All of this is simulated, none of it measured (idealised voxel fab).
process module | voxel gate over fins
cross-section cut | 240 nm wide | cells 5 nm
A cross-section is a grid of square cells, given in bands from the top down. A band is one or more rows of cells.
Each band's line starts with the height of the band's top and of its bottom, in nm. Then come its materials from left to right, each with its width in nm. One material with "throughout" fills the band from edge to edge. "air" is empty space.
Height 0 is the level under which the wafer as received is all one material. The lowest band goes on downwards, as in "0 down".
A width such as "30 to 40" changes by the same amount from each row of cells to the next, from the band's top row to its bottom row.
"no change" after a step means that no cell of the cross-section changed.
closed voids: empty space of 8 cells or more with no open way to the top, each as width x height at its distance from the left edge, in nm
after a step's settings: what the simulator itself notes on the step
overlay nm, on a step with a mask: how far to the right of its planned place the mask lay; to the left if negative
plan
1 op RECEIVE | material Si
2 op CONFORMAL_DEP | material SiN | thk nm 5
3 op PATTERN | tone cover | mask id FINS | material resist | width nm 15 | pitch nm 60 | thk nm 20 | overlay nm 0
4 op DIRECTIONAL_ETCH | etch materials SiN | depth nm 5
5 op DIRECTIONAL_ETCH | etch materials Si | depth nm 35
6 op STRIP | etch materials resist
7 op OXIDIZE | depth nm 5
8 op FILL_DEP | material SiO2 | thk nm 15
9 op CMP | height nm 5
10 op MASKED_ETCH | tone open | mask id RAIL | width nm 15 | etch materials SiO2 | depth nm 35 | overlay nm 0
11 op CONFORMAL_DEP | material TiN | thk nm 5
12 op FILL_DEP | material W | thk nm 5
13 op CMP | height nm 5
14 op SELECTIVE_ETCH | etch materials W Ru TiN | depth nm 30
15 op FILL_DEP | material SiO2 | thk nm 5
16 op CMP | height nm 5
17 op SELECTIVE_ETCH | etch materials SiO2 | depth nm 20
18 op STRIP | etch materials SiN
19 op CONFORMAL_DEP | material HfO2 | thk nm 5
20 op CONFORMAL_DEP | material TiN | thk nm 5
21 op CONFORMAL_DEP | material TiAl | thk nm 5
22 op CONFORMAL_DEP | material TiN | thk nm 5
23 op FILL_DEP | material W | thk nm 15
24 op CMP | height nm 30
25 op CONFORMAL_DEP | material SiCN | thk nm 5
as received, after step 1
  0 down: Si throughout
  closed voids: none
a wafer at the end: this start, this plan, one mistake
  35 to 30: SiCN throughout
  30 to 20: W throughout
  20 to 15: W 65 | TiN 45 | W 15 | TiN 45 | W 70
  15 to 10: W 65 | TiN 5 | TiAl 35 | TiN 5 | W 15 | TiN 5 | TiAl 35 | TiN 5 | W 70
  10 to 5: W 65 | TiN 5 | TiAl 5 | TiN 25 | TiAl 5 | TiN 5 | W 15 | TiN 5 | TiAl 5 | TiN 25 | TiAl 5 | TiN 5 | W 70
  5 to 0: W 65 | TiN 5 | TiAl 5 | TiN 5 | HfO2 15 | TiN 5 | TiAl 5 | TiN 5 | W 15 | TiN 5 | TiAl 5 | TiN 5 | HfO2 15 | TiN 5 | TiAl 5 | TiN 5 | W 70
  0 to -5: W 65 | TiN 5 | TiAl 5 | TiN 5 | HfO2 5 | Si 5 | HfO2 5 | TiN 5 | TiAl 5 | TiN 5 | W 15 | TiN 5 | TiAl 5 | TiN 5 | HfO2 5 | Si 5 | HfO2 5 | TiN 5 | TiAl 5 | TiN 5 | W 70
  -5 to -10: W 65 | TiN 5 | TiAl 5 | TiN 5 | HfO2 5 | Si 5 | HfO2 5 | TiN 5 | TiAl 5 | TiN 25 | TiAl 5 | TiN 5 | HfO2 5 | Si 5 | HfO2 5 | TiN 5 | TiAl 5 | TiN 5 | W 70
  -10 to -15: W 65 | TiN 5 | TiAl 5 | TiN 5 | HfO2 5 | Si 5 | HfO2 5 | TiN 5 | TiAl 35 | TiN 5 | HfO2 5 | Si 5 | HfO2 5 | TiN 5 | TiAl 5 | TiN 5 | W 70
  -15 to -20: TiN 70 | TiAl 5 | TiN 5 | HfO2 5 | Si 5 | HfO2 5 | TiN 45 | HfO2 5 | Si 5 | HfO2 5 | TiN 5 | TiAl 5 | TiN 75
  -20 to -25: TiAl 75 | TiN 5 | HfO2 5 | Si 5 | HfO2 5 | TiN 10 | HfO2 25 | TiN 10 | HfO2 5 | Si 5 | HfO2 5 | TiN 5 | TiAl 80
  -25 to -30: TiN 80 | HfO2 5 | Si 5 | HfO2 5 | TiN 10 | HfO2 5 | TiN 15 | HfO2 5 | TiN 10 | HfO2 5 | Si 5 | HfO2 5 | TiN 85
  -30 to -35: HfO2 85 | Si 5 | HfO2 25 | SiO2 5 | HfO2 25 | Si 5 | HfO2 90
  -35 to -40: SiO2 85 | Si 5 | SiO2 55 | Si 5 | SiO2 90
  -40 down: Si throughout
  closed voids: none
what went wrong: step 17 was run twice
